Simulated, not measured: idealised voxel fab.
process module | voxel capacitor over wiring
cross-section cut | 255 nm wide | cells 5 nm
A cross-section is a grid of square cells, given in bands from the top down. A band is one or more rows of cells.
Each band's line starts with the height of the band's top and of its bottom, in nm. Then come its materials from left to right, each with its width in nm. One material with "throughout" fills the band from edge to edge. "air" is empty space.
Height 0 is the level under which the wafer as received is all one material. The lowest band goes on downwards, as in "0 down".
A width such as "30 to 40" changes by the same amount from each row of cells to the next, from the band's top row to its bottom row.
"no change" after a step means that no cell of the cross-section changed.
closed voids: empty space of 8 cells or more with no open way to the top, each as width x height at its distance from the left edge, in nm
after a step's settings: what the simulator itself notes on the step
overlay nm, on a step with a mask: how far to the right of its planned place the mask lay; to the left if negative
plan
1 op RECEIVE | material Si
2 op CONFORMAL_DEP | material SiO2 | thk nm 10
3 op CONFORMAL_DEP | material SiCN | thk nm 5
4 op DIRECTIONAL_DEP | material lowk | thk nm 20
5 op DIRECTIONAL_DEP | material aC | thk nm 10
6 op PATTERN | tone open | mask id METAL_1 | material resist | width nm 30 | pitch nm 80 | thk nm 25 | overlay nm 0
7 op DIRECTIONAL_ETCH | etch materials aC | depth nm 10
8 op STRIP | etch materials resist
9 op DIRECTIONAL_ETCH | etch materials lowk | depth nm 20
10 op DIRECTIONAL_ETCH | etch materials SiCN | depth nm 5
11 op STRIP | etch materials aC
12 op CONFORMAL_DEP | material TiN | thk nm 5
13 op FILL_DEP | material Cu | thk nm 5
14 op CMP | height nm 35
15 op CONFORMAL_DEP | material SiCN | thk nm 5
16 op DIRECTIONAL_DEP | material lowk | thk nm 10
17 op MASKED_ETCH | tone open | mask id PLUG_1 | width nm 15 | etch materials lowk | depth nm 10 | overlay nm 0
18 op MASKED_ETCH | tone open | mask id PLUG_1 | width nm 15 | etch materials SiCN | depth nm 5 | overlay nm 0
19 op EPI | material Ru | thk nm 10
20 op EPI | material Ru | thk nm 5
21 op DIRECTIONAL_DEP | material TiN | thk nm 10
22 op DIRECTIONAL_DEP | material Al2O3 | thk nm 5
23 op DIRECTIONAL_DEP | material TiN | thk nm 10
24 op PATTERN | tone cover | mask id UPPER_PLATE | material resist | width nm 55 | thk nm 20 | overlay nm 0
25 op DIRECTIONAL_ETCH | etch materials TiN | depth nm 10
26 op DIRECTIONAL_ETCH | etch materials Al2O3 | depth nm 5
27 op STRIP | etch materials resist
28 op MASKED_ETCH | tone cover | mask id LOWER_PLATE | width nm 65 | etch materials TiN | depth nm 10 | overlay nm 0
29 op FILL_DEP | material SiO2 | thk nm 15
30 op CMP | height nm 85
31 op MASKED_ETCH | tone open | mask id PLUG_2 | width nm 15 | etch materials SiO2 | depth nm 10 | overlay nm 0
32 op CONFORMAL_DEP | material TiN | thk nm 5
33 op FILL_DEP | material Ru | thk nm 5
34 op CMP | height nm 85
35 op CONFORMAL_DEP | material SiN | thk nm 5
first wafer, as planned
as received, after step 1
  0 down: Si throughout
  closed voids: none
after step 2
  10 to 0: SiO2 throughout
  below 0: unchanged
after step 3
  15 to 10: SiCN throughout
  below 10: unchanged
after step 4
  35 to 15: lowk throughout
  below 15: unchanged
after step 5
  45 to 35: aC throughout
  below 35: unchanged
after step 6
  70 to 45: resist 70 | air 30 | resist 50 | air 30 | resist 75
  below 45: unchanged
after step 7
  60 to 45: resist 70 | air 30 | resist 50 | air 30 | resist 75
  45 to 35: aC 70 | air 30 | aC 50 | air 30 | aC 75
  below 35: unchanged
after step 8
  45 to 35: aC 70 | air 30 | aC 50 | air 30 | aC 75
  below 35: unchanged
after step 9
  45 to 35: aC 70 | air 30 | aC 50 | air 30 | aC 75
  35 to 15: lowk 70 | air 30 | lowk 50 | air 30 | lowk 75
  below 15: unchanged
after step 10
  45 to 35: aC 70 | air 30 | aC 50 | air 30 | aC 75
  35 to 15: lowk 70 | air 30 | lowk 50 | air 30 | lowk 75
  15 to 10: SiCN 70 | air 30 | SiCN 50 | air 30 | SiCN 75
  below 10: unchanged
after step 11
  35 to 15: lowk 70 | air 30 | lowk 50 | air 30 | lowk 75
  below 15: unchanged
after step 12
  40 to 35: TiN 75 | air 20 | TiN 60 | air 20 | TiN 80
  35 to 15: lowk 70 | TiN 5 | air 20 | TiN 5 | lowk 50 | TiN 5 | air 20 | TiN 5 | lowk 75
  15 to 10: SiCN 70 | TiN 30 | SiCN 50 | TiN 30 | SiCN 75
  below 10: unchanged
after step 13
  45 to 40: Cu throughout
  40 to 35: TiN 75 | Cu 20 | TiN 60 | Cu 20 | TiN 80
  35 to 15: lowk 70 | TiN 5 | Cu 20 | TiN 5 | lowk 50 | TiN 5 | Cu 20 | TiN 5 | lowk 75
  below 15: unchanged
after step 14
  35 to 15: lowk 70 | TiN 5 | Cu 20 | TiN 5 | lowk 50 | TiN 5 | Cu 20 | TiN 5 | lowk 75
  below 15: unchanged
after step 15
  40 to 35: SiCN throughout
  below 35: unchanged
after step 16
  50 to 40: lowk throughout
  below 40: unchanged
after step 17
  50 to 40: lowk 85 | air 15 | lowk 155
  below 40: unchanged
after step 18
  50 to 40: lowk 85 | air 15 | lowk 155
  40 to 35: SiCN 85 | air 15 | SiCN 155
  below 35: unchanged
after step 19
  50 to 45: lowk 85 | air 15 | lowk 155
  45 to 40: lowk 85 | Ru 15 | lowk 155
  40 to 35: SiCN 85 | Ru 15 | SiCN 155
  below 35: unchanged
after step 20
  50 to 40: lowk 85 | Ru 15 | lowk 155
  below 40: unchanged
after step 21
  60 to 50: TiN throughout
  below 50: unchanged
after step 22
  65 to 60: Al2O3 throughout
  below 60: unchanged
after step 23
  75 to 65: TiN throughout
  below 65: unchanged
after step 24
  95 to 75: air 85 | resist 55 | air 115
  below 75: unchanged
after step 25
  95 to 75: air 85 | resist 55 | air 115
  75 to 65: air 85 | TiN 55 | air 115
  below 65: unchanged
after step 26
  95 to 75: air 85 | resist 55 | air 115
  75 to 65: air 85 | TiN 55 | air 115
  65 to 60: air 85 | Al2O3 55 | air 115
  below 60: unchanged
after step 27
  75 to 65: air 85 | TiN 55 | air 115
  below 65: unchanged
after step 28
  75 to 65: air 85 | TiN 55 | air 115
  65 to 60: air 85 | Al2O3 55 | air 115
  60 to 50: air 80 | TiN 65 | air 110
  below 50: unchanged
after step 29
  90 to 75: SiO2 throughout
  75 to 65: SiO2 85 | TiN 55 | SiO2 115
  65 to 60: SiO2 85 | Al2O3 55 | SiO2 115
  60 to 50: SiO2 80 | TiN 65 | SiO2 110
  below 50: unchanged
after step 30
  85 to 75: SiO2 throughout
  below 75: unchanged
after step 31
  85 to 75: SiO2 95 | air 15 | SiO2 145
  below 75: unchanged
after step 32
  90 to 85: TiN 100 | air 5 | TiN 150
  85 to 80: SiO2 95 | TiN 5 | air 5 | TiN 5 | SiO2 145
  80 to 75: SiO2 95 | TiN 15 | SiO2 145
  below 75: unchanged
after step 33
  95 to 90: Ru throughout
  90 to 85: TiN 100 | Ru 5 | TiN 150
  85 to 80: SiO2 95 | TiN 5 | Ru 5 | TiN 5 | SiO2 145
  below 80: unchanged
after step 34
  85 to 80: SiO2 95 | TiN 5 | Ru 5 | TiN 5 | SiO2 145
  below 80: unchanged
after step 35
  90 to 85: SiN throughout
  below 85: unchanged
second wafer: like start, like plan, one mistake. Through step 19 it matches the first wafer
when step 20 should have ended
  60 to 55: TiN 85 | air 15 | TiN 155
  55 to 50: TiN throughout
  50 to 45: lowk 85 | TiN 15 | lowk 155
  below 45: unchanged
when step 21 should have ended
  65 to 60: Ru 90 | air 5 | Ru 160
  60 to 55: TiN 85 | Ru 15 | TiN 155
  below 55: unchanged
when step 22 should have ended
  70 to 65: Al2O3 90 | air 5 | Al2O3 160
  65 to 60: Ru 90 | Al2O3 5 | Ru 160
  below 60: unchanged
when step 23 should have ended
  80 to 75: TiN 90 | air 5 | TiN 160
  75 to 70: TiN throughout
  70 to 65: Al2O3 90 | TiN 5 | Al2O3 160
  below 65: unchanged
when step 24 should have ended
  100 to 80: air 85 | resist 55 | air 115
  80 to 75: TiN 90 | resist 5 | TiN 160
  below 75: unchanged
when step 25 should have ended
  100 to 80: air 85 | resist 55 | air 115
  80 to 75: air 85 | TiN 5 | resist 5 | TiN 45 | air 115
  75 to 70: air 85 | TiN 55 | air 115
  below 70: unchanged
when step 26 should have ended
  100 to 80: air 85 | resist 55 | air 115
  80 to 75: air 85 | TiN 5 | resist 5 | TiN 45 | air 115
  75 to 70: air 85 | TiN 55 | air 115
  70 to 65: air 85 | Al2O3 5 | TiN 5 | Al2O3 45 | air 115
  below 65: unchanged
when step 27 should have ended
  80 to 75: air 85 | TiN 5 | air 5 | TiN 45 | air 115
  below 75: unchanged
when step 28 should have ended: no change
when step 29 should have ended
  95 to 80: SiO2 throughout
  80 to 75: SiO2 85 | TiN 5 | SiO2 5 | TiN 45 | SiO2 115
  75 to 70: SiO2 85 | TiN 55 | SiO2 115
  70 to 65: SiO2 85 | Al2O3 5 | TiN 5 | Al2O3 45 | SiO2 115
  below 65: unchanged
when step 30 should have ended
  85 to 80: SiO2 throughout
  below 80: unchanged
when step 31 should have ended
  85 to 80: SiO2 95 | air 15 | SiO2 145
  below 80: unchanged
when step 32 should have ended
  90 to 85: TiN 100 | air 5 | TiN 150
  85 to 80: SiO2 95 | TiN 15 | SiO2 145
  below 80: unchanged
when step 33 should have ended
  95 to 90: Ru throughout
  90 to 85: TiN 100 | Ru 5 | TiN 150
  below 85: unchanged
when step 34 should have ended
  85 to 80: SiO2 95 | TiN 15 | SiO2 145
  below 80: unchanged
when step 35 should have ended
  90 to 85: SiN throughout
  below 85: unchanged
what went wrong: steps 20 and 21 were swapped
at the end the second wafer has, in cells: 49 more of Ru | 123 fewer of SiO2 | 74 more of TiN
